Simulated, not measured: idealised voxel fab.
Herein follows the process module entitled voxel ribs on slabs.
We display cut, a cross-section 235 nm in width whose square cells are each 5 nm.
Reading order for cross-sections: top band down to bottom band. Underlying form: a grid of square cells. Band size: one or more rows of cells.
First you get the band's top height and its bottom height, in nm, and then the materials it's made of, left to right, with each width in nm. If you see a single material with "throughout", that one covers the band edge to edge. "empty" is empty space.
Heights are reckoned from 0. Under this level, the received wafer is all of one material. The bottommost band is open-ended downward, for example "0 down".
You'd read "30 to 40" like this: the band's top row of cells is as wide as the first number, its bottom row is as wide as the second, and going down, every row changes width by the same amount as the row before did.
"no change occurred" (step): cross-section cells unchanged, all of them.
So "Sealed-off cavities" is basically the list of trapped voids: any empty space of 8 cells or more that can't reach the top through an opening. They're written width x height at distance, the distance being from the left edge, and it's all nm.
On a step's line, text after the settings is the simulator commenting on that step.
"overlay nm", when on a step's line for a step with a mask, measures how far to the right of its planned place the mask lay; a negative measure means to the left.
**Intended process steps**
- 1: RECEIVE with material Si
- 2: DIRECTIONAL_DEP with material SiO2, thk nm 25
- 3: DIRECTIONAL_DEP with material polySi, thk nm 25
- 4: DIRECTIONAL_DEP with material aC, thk nm 10
- 5: PATTERN with tone cover, mask id RIB, material resist, width nm 25, thk nm 25, overlay nm 0
- 6: DIRECTIONAL_ETCH with etch materials aC, depth nm 10
- 7: STRIP with etch materials resist
- 8: DIRECTIONAL_ETCH with etch materials polySi, depth nm 10
- 9: STRIP with etch materials aC
- 10: DIRECTIONAL_DEP with material aC, thk nm 15
- 11: PATTERN with tone cover, mask id SLAB, material resist, width nm 65, thk nm 35, overlay nm 0
- 12: DIRECTIONAL_ETCH with etch materials aC, depth nm 15
- 13: STRIP with etch materials resist
- 14: DIRECTIONAL_ETCH with etch materials polySi, depth nm 15
- 15: STRIP with etch materials aC
- 16: FILL_DEP with material SiO2, thk nm 30
- 17: CMP with height nm 70
- 18: DIRECTIONAL_DEP with material W, thk nm 5
- 19: PATTERN with tone cover, mask id HEATER, material resist, width nm 35, thk nm 15, overlay nm 0
- 20: DIRECTIONAL_ETCH with etch materials W, depth nm 5
- 21: STRIP with etch materials resist
- 22: CONFORMAL_DEP with material SiN, thk nm 5
**So this is the incoming wafer in cross-section - it's already been through step 1**
	0 down: Si throughout
	Sealed-off cavities: none
**Run as planned - first of the two wafers cross-sectioned at the end of the module**
	80 to 75: 95 empty  45 SiN  95 empty
	75 to 70: 100 SiN  35 W  100 SiN
	70 to 50: SiO2 throughout
	50 to 40: 105 SiO2  25 polySi  105 SiO2
	40 to 25: 85 SiO2  65 polySi  85 SiO2
	25 to 0: SiO2 throughout
	0 down: Si throughout
	Sealed-off cavities: none
**This cross-section belongs to the second wafer of two at the end of the module; the start and the plan were shared with the first, and the run included one mistake**
	75 to 70: 100 empty  35 W  100 empty
	70 to 50: SiO2 throughout
	50 to 40: 105 SiO2  25 polySi  105 SiO2
	40 to 25: 85 SiO2  65 polySi  85 SiO2
	25 to 0: SiO2 throughout
	0 down: Si throughout
	Sealed-off cavities: none
Against the plan, the run slipped here: the plan's step 22 went unexecuted, having been skipped
Final difference in cells, second wafer against first, listed per material as more or fewer: SiN -49
